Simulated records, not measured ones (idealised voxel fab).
Documented hereafter: the process module known as voxel trench capacitor.
205 nm wide, 5 nm square cells: that's cross-section cut.
In what follows, cross-sections appear as grids of square cells, described through bands that run from the top down, where every band is one or more rows of cells. Top, bottom (nm), then materials left to right with widths (nm); lone material tagged "throughout" fills the whole band edge to edge; "air" = empty space. It should be noted that heights are counted from 0, beneath which the wafer as supplied is of one material throughout, and that the lowest band possesses no lower boundary but continues downward, as written in "0 nm and below". Quick explanation for "30..40": the width changes in equal steps down the rows of cells, from the first number in the band's top row to the second number in its bottom row. It should be understood that the words "nothing got changed", when stated for a given step, signify that the cross-section underwent no change in any of its cells during that step. Entrapped void list: empty space of 8 cells or more with no open way to the top, each as width x height at its distance from the left edge, in nm. Anything after a step's settings on that line? It's the simulator's own note about the step. The line of a step may include "overlay nm". On a step with a mask, this value is how far to the right of its planned place the mask lay. A negative value means the mask lay to the left. Pairs from here to the end. Each: cross-section before one process step, cross-section after it, the latter only as far down as the lowest band that changed. Under each: the step between, and its settings. Mind that the pairs may be taken from different runs of this module on the same starting wafer; whether a pair continues from the pair above depends on its entry headed "Before the process", and it does only where that entry says so.

Before the process
	10 nm to 5 nm = air 60 nm; Al2O3 30 nm; air 20 nm; Al2O3 30 nm; air 65 nm
	5 nm to 0 nm = air 60 nm; Al2O3 5 nm; SiN 20 nm; Al2O3 5 nm; air 20 nm; Al2O3 5 nm; SiN 20 nm; Al2O3 5 nm; air 65 nm
	0 nm to -20 nm = air 60 nm; Al2O3 5 nm; Si 20 nm; Al2O3 5 nm; air 20 nm; Al2O3 5 nm; Si 20 nm; Al2O3 5 nm; air 65 nm
	-20 nm to -25 nm = Al2O3 65 nm; Si 20 nm; Al2O3 30 nm; Si 20 nm; Al2O3 70 nm
	-25 nm and below = Si throughout
	Entrapped void list: none

Sectional Result
	15 nm to 10 nm = polySi throughout
	10 nm to 5 nm = polySi 60 nm; Al2O3 30 nm; polySi 20 nm; Al2O3 30 nm; polySi 65 nm
	5 nm to 0 nm = polySi 60 nm; Al2O3 5 nm; SiN 20 nm; Al2O3 5 nm; polySi 20 nm; Al2O3 5 nm; SiN 20 nm; Al2O3 5 nm; polySi 65 nm
	0 nm to -20 nm = polySi 60 nm; Al2O3 5 nm; Si 20 nm; Al2O3 5 nm; polySi 20 nm; Al2O3 5 nm; Si 20 nm; Al2O3 5 nm; polySi 65 nm
	Below a height of -20, the structure has not been altered.
	Entrapped void list: none
Which operation links the two cross-sections above? FILL_DEP with material polySi, thk nm 5

Before the process: per the after cross-section of the pair just above.

Sectional Result
	5 nm to 0 nm = polySi 60 nm; Al2O3 5 nm; SiN 20 nm; Al2O3 5 nm; polySi 20 nm; Al2O3 5 nm; SiN 20 nm; Al2O3 5 nm; polySi 65 nm
	Below a height of 0, the structure has not been altered.
	Entrapped void list: none
Which operation links the two cross-sections above? CMP with height nm 5
